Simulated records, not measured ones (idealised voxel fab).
This section sets out a process module, namely voxel double patterning.
Square cell edge 5 nm, section width 290 nm, ID cut.
Cross-section layout: square cells on a grid; listed as bands, top to bottom; a band spans one or more cell rows. In this notation a band is specified by the heights of its top and bottom, in that order and in nm, after which its materials appear from left to right, each paired with its width in nm. The word "full width" attached to a single material means that material fills the band from edge to edge; the word "air" stands for empty space. Ref level 0: as-received wafer is one material below here. Bottom band extends down with no lower bound ("0 nm and below"). The width entry "30..40" should be interpreted row by row: the top row of cells in the band takes the first number, the bottom row takes the second number, and the change between adjacent rows is uniform throughout. The designation "nothing different", where it is given for a processing step, indicates that no cell of the cross-section was altered in the course of that step. Entry "Closed void catalog". Content: empty spaces with no open connection to the top, size 8 cells or greater. Each: width x height at distance. Distance: from left edge. Unit: nm. What comes after the settings on a step's line is commentary from the simulator itself on that step. When a step includes a mask, the "overlay nm" setting on its line states how far to the right of its planned place that mask lay, and negative values state how far to the left.

### Planned step list for the process
- 1: RECEIVE with material Si
- 2: CONFORMAL_DEP with material SiO2, thk nm 5
- 3: DIRECTIONAL_DEP with material TiN, thk nm 10
- 4: DIRECTIONAL_DEP with material SiCN, thk nm 5
- 5: MASKED_ETCH with tone open, mask id FIRST, width nm 15, pitch nm 50, etch materials SiCN, depth nm 5, overlay nm 0
- 6: MASKED_ETCH with tone open, mask id SECOND, width nm 15, pitch nm 50, etch materials SiCN, depth nm 5, overlay nm 0
- 7: DIRECTIONAL_ETCH with etch materials TiN, depth nm 10
- 8: STRIP with etch materials SiCN

### As-received wafer cross-section (after step 1)
* 0 nm and below = Si full width
* Closed void catalog: none

### Here's the wafer cut in cross-section after the module, started and planned just like above, except one thing was done wrong in the run
* 15 nm to 5 nm = 85 TiN, 15 air, 10 TiN, 20 air, 5 TiN, 15 air, 10 TiN, 20 air, 5 TiN, 15 air, 90 TiN
* 5 nm to 0 nm = SiO2 full width
* 0 nm and below = Si full width
* Closed void catalog: none
Diagnosis: heads up, step 6 didn't go per plan, it actually ran as MASKED_ETCH with tone open, mask id SECOND, width nm 20, pitch nm 50, etch materials SiCN, depth nm 5, overlay nm 0
